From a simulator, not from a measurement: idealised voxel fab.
The following process module bears the name voxel wiring stack.
Each square cell in cross-section cut measures 5 nm, and the section as a whole is 270 nm wide.
Cross-section layout: square cells on a grid; listed as bands, top to bottom; a band spans one or more cell rows.
First you get the band's top height and its bottom height, in nm, and then the materials it's made of, left to right, with each width in nm. If you see a single material with "throughout", that one covers the band edge to edge. "empty" is empty space.
Heights are expressed relative to 0, this being the level below which the as-received wafer comprises one material exclusively. The lowest band is unbounded in the downward direction and is denoted as in "0..down".
Width spec "30..40" -> top row of cells at first value, bottom row at second value, equal per-row change in between.
When a step is marked "identical to before", none of the cells in the cross-section changed during that step.
"Cavities, closed": empty spaces of 8 cells or more with no open way to the top, each given as width x height at distance, distance from the left edge, all in nm.
Where a step's line continues beyond its settings, the continuation is a remark by the simulator itself on that step.
overlay nm: where the mask lay relative to plan, measured to the right, on steps with a mask; negatives go left.
Listed below are the process steps as planned
1,RECEIVE [material Si]
2,CONFORMAL_DEP [material SiO2] [thk nm 15]
3,CONFORMAL_DEP [material SiCN] [thk nm 5]
4,DIRECTIONAL_DEP [material SiO2] [thk nm 20]
5,PATTERN [tone open] [mask id METAL_1] [material resist] [width nm 25] [pitch nm 45] [thk nm 20] [overlay nm 0]
6,DIRECTIONAL_ETCH [etch materials SiO2] [depth nm 20]
7,DIRECTIONAL_ETCH [etch materials SiCN] [depth nm 5]
8,STRIP [etch materials resist]
9,CONFORMAL_DEP [material TiN] [thk nm 5]
10,FILL_DEP [material Ru] [thk nm 5]
11,CMP [height nm 40]
12,CONFORMAL_DEP [material SiCN] [thk nm 5]
13,DIRECTIONAL_DEP [material SiO2] [thk nm 10]
14,PATTERN [tone open] [mask id PLUG_1] [material resist] [width nm 15] [pitch nm 45] [thk nm 20] [overlay nm 0]
15,DIRECTIONAL_ETCH [etch materials SiO2] [depth nm 10]
16,DIRECTIONAL_ETCH [etch materials SiCN] [depth nm 5]
17,STRIP [etch materials resist]
18,EPI [material Ru] [thk nm 10]
19,EPI [material Ru] [thk nm 5]
20,CONFORMAL_DEP [material SiN] [thk nm 5]
21,DIRECTIONAL_DEP [material lowk] [thk nm 20]
22,PATTERN [tone open] [mask id METAL_2] [material resist] [width nm 25] [pitch nm 45] [thk nm 20] [overlay nm 0]
23,DIRECTIONAL_ETCH [etch materials lowk] [depth nm 20]
24,DIRECTIONAL_ETCH [etch materials SiN] [depth nm 5]
25,STRIP [etch materials resist]
26,CONFORMAL_DEP [material TiN] [thk nm 5]
27,FILL_DEP [material Cu] [thk nm 5]
28,CMP [height nm 80]
29,CONFORMAL_DEP [material SiCN] [thk nm 5]
30,DIRECTIONAL_DEP [material lowk] [thk nm 30]
31,MASKED_ETCH [tone open] [mask id METAL_3_HOLES] [width nm 15] [pitch nm 90] [etch materials lowk] [depth nm 30] [overlay nm 0]
32,DIRECTIONAL_DEP [material aC] [thk nm 10]
33,PATTERN [tone open] [mask id METAL_3] [material resist] [width nm 25] [pitch nm 45] [thk nm 25] [overlay nm 0]
34,DIRECTIONAL_ETCH [etch materials aC] [depth nm 10]
35,STRIP [etch materials resist]
36,DIRECTIONAL_ETCH [etch materials lowk] [depth nm 15]
37,DIRECTIONAL_ETCH [etch materials SiCN] [depth nm 5]
38,STRIP [etch materials aC]
39,CONFORMAL_DEP [material TiN] [thk nm 5]
40,FILL_DEP [material Cu] [thk nm 10]
41,CMP [height nm 115]
42,CONFORMAL_DEP [material SiN] [thk nm 5]
as received, after step 1
0..down | Si throughout
Cavities, closed: none
First of two wafers at the end of the module, shown in cross-section; run carried out as planned
120..115 | SiN throughout
115..105 | 55 of lowk | 5 of TiN | 15 of Cu | 5 of TiN | 20 of lowk | 5 of TiN | 15 of Cu | 5 of TiN | 20 of lowk | 5 of TiN | 15 of Cu | 5 of TiN | 20 of lowk | 5 of TiN | 15 of Cu | 5 of TiN | 55 of lowk
105..100 | 55 of lowk | 5 of TiN | 5 of Cu | 15 of TiN | 20 of lowk | 25 of TiN | 20 of lowk | 5 of TiN | 5 of Cu | 15 of TiN | 20 of lowk | 25 of TiN | 55 of lowk
100..85 | 55 of lowk | 5 of TiN | 5 of Cu | 5 of TiN | 75 of lowk | 5 of TiN | 5 of Cu | 5 of TiN | 110 of lowk
85..80 | 55 of SiCN | 15 of TiN | 75 of SiCN | 15 of TiN | 110 of SiCN
80..60 | 55 of lowk | 5 of TiN | 15 of Cu | 5 of TiN | 20 of lowk | 5 of TiN | 15 of Cu | 5 of TiN | 20 of lowk | 5 of TiN | 15 of Cu | 5 of TiN | 20 of lowk | 5 of TiN | 15 of Cu | 5 of TiN | 55 of lowk
60..55 | 55 of SiN | 25 of TiN | 20 of SiN | 25 of TiN | 20 of SiN | 25 of TiN | 20 of SiN | 25 of TiN | 55 of SiN
55..45 | 55 of SiO2 | 15 of Ru | 30 of SiO2 | 15 of Ru | 30 of SiO2 | 15 of Ru | 30 of SiO2 | 15 of Ru | 65 of SiO2
45..40 | 55 of SiCN | 15 of Ru | 30 of SiCN | 15 of Ru | 30 of SiCN | 15 of Ru | 30 of SiCN | 15 of Ru | 65 of SiCN
40..20 | 55 of SiO2 | 5 of TiN | 15 of Ru | 5 of TiN | 20 of SiO2 | 5 of TiN | 15 of Ru | 5 of TiN | 20 of SiO2 | 5 of TiN | 15 of Ru | 5 of TiN | 20 of SiO2 | 5 of TiN | 15 of Ru | 5 of TiN | 55 of SiO2
20..15 | 55 of SiCN | 25 of TiN | 20 of SiCN | 25 of TiN | 20 of SiCN | 25 of TiN | 20 of SiCN | 25 of TiN | 55 of SiCN
15..0 | SiO2 throughout
0..down | Si throughout
Cavities, closed: none
Second wafer cross-section at end of module - shared start and plan with the first, one mistake in the run
120..115 | SiN throughout
115..105 | 55 of lowk | 5 of TiN | 15 of Cu | 5 of TiN | 20 of lowk | 5 of TiN | 15 of Cu | 5 of TiN | 20 of lowk | 5 of TiN | 15 of Cu | 5 of TiN | 20 of lowk | 5 of TiN | 15 of Cu | 5 of TiN | 55 of lowk
105..100 | 55 of lowk | 5 of TiN | 5 of Cu | 15 of TiN | 20 of lowk | 25 of TiN | 20 of lowk | 5 of TiN | 5 of Cu | 15 of TiN | 20 of lowk | 25 of TiN | 55 of lowk
100..85 | 55 of lowk | 5 of TiN | 5 of Cu | 5 of TiN | 75 of lowk | 5 of TiN | 5 of Cu | 5 of TiN | 110 of lowk
85..80 | 55 of SiCN | 15 of TiN | 75 of SiCN | 15 of TiN | 110 of SiCN
80..60 | 50 of Cu | 5 of TiN | 25 of lowk | 5 of TiN | 10 of Cu | 5 of TiN | 25 of lowk | 5 of TiN | 10 of Cu | 5 of TiN | 25 of lowk | 5 of TiN | 10 of Cu | 5 of TiN | 25 of lowk | 5 of TiN | 50 of Cu
60..55 | 55 of TiN | 25 of SiN | 20 of TiN | 25 of SiN | 20 of TiN | 25 of SiN | 20 of TiN | 25 of SiN | 55 of TiN
55..45 | 55 of SiO2 | 15 of Ru | 30 of SiO2 | 15 of Ru | 30 of SiO2 | 15 of Ru | 30 of SiO2 | 15 of Ru | 65 of SiO2
45..40 | 55 of SiCN | 15 of Ru | 30 of SiCN | 15 of Ru | 30 of SiCN | 15 of Ru | 30 of SiCN | 15 of Ru | 65 of SiCN
40..20 | 55 of SiO2 | 5 of TiN | 15 of Ru | 5 of TiN | 20 of SiO2 | 5 of TiN | 15 of Ru | 5 of TiN | 20 of SiO2 | 5 of TiN | 15 of Ru | 5 of TiN | 20 of SiO2 | 5 of TiN | 15 of Ru | 5 of TiN | 55 of SiO2
20..15 | 55 of SiCN | 25 of TiN | 20 of SiCN | 25 of TiN | 20 of SiCN | 25 of TiN | 20 of SiCN | 25 of TiN | 55 of SiCN
15..0 | SiO2 throughout
0..down | Si throughout
Cavities, closed: none
Against the plan, the run slipped here: step 22 went in with a setting other than planned; the actual run was PATTERN [tone cover] [mask id METAL_2] [material resist] [width nm 25] [pitch nm 45] [thk nm 20] [overlay nm 0]
Wafer comparison, final, in cells, second relative to first, materials more or fewer: +56 Cu; -14 SiN; +14 TiN; -56 lowk
